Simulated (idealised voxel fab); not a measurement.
process module | voxel plated lines
Cross-sectional view cut (width: 225 nm; square cell size: 5 nm).
Format of a cross-section: grid, square cells. Given as bands. Order: top down. Band: one or more rows of cells. Per band: top height and bottom height in nm, followed by the left-to-right materials and their widths in nm; "throughout" marks a single material spanning edge to edge, "empty" marks empty space. Measure heights from 0. That's the level where, below it, the as-received wafer is all one material. The lowest band is bottomless and extends downward; write it as in "0 and below". The expression "30 to 40" gives the width at the extremes of the band, the first number at its top row of cells and the second at its bottom row, with the width changing by equal amounts from each row to the next in between. Key: "everything unchanged" - step with no changed cell in the cross-section. Reported under the label "Enclosed void entries" are the empty spaces having no open way to the top and comprising 8 cells or more; the notation for each is width x height at distance, in which the distance is measured from the left edge and all three values are in nm. Post-settings text on a step line: simulator's own remark regarding the step. You can add "overlay nm" to a step's line. For a step with a mask, it describes how far the mask lay to the right of its planned position, and a negative number describes a lay to the left.
**Intended process steps**
1 RECEIVE: material Si
2 CONFORMAL_DEP: material SiO2, thk nm 10
3 DIRECTIONAL_DEP: material TiN, thk nm 5
4 PATTERN: tone open, mask id LINES, material resist, width nm 15, pitch nm 35, thk nm 20, overlay nm 0
5 EPI: material Ru, thk nm 5
6 STRIP: etch materials resist
7 DIRECTIONAL_ETCH: etch materials TiN, depth nm 5
8 CONFORMAL_DEP: material SiO2, thk nm 10
**Cross-section, incoming material, after step 1**
* 0 and below | Si throughout
* Enclosed void entries: none
**One mistake in running the module, otherwise start and plan as above: cross-section at the end**
* 40 down to 30 | empty: 40, then SiO2: 140, then empty: 45
* 30 down to 25 | SiO2: 50, then Ru: 15, then SiO2: 20, then Ru: 15, then SiO2: 20, then Ru: 15, then SiO2: 20, then Ru: 15, then SiO2: 55
* 25 down to 20 | SiO2: 50, then TiN: 15, then SiO2: 20, then TiN: 15, then SiO2: 20, then TiN: 15, then SiO2: 20, then TiN: 15, then SiO2: 55
* 20 down to 10 | TiN throughout
* 10 down to 0 | SiO2 throughout
* 0 and below | Si throughout
* Enclosed void entries: none
Here's what went sideways: for step 3, the planned setting was not used; the step was instead run as DIRECTIONAL_DEP: material TiN, thk nm 15
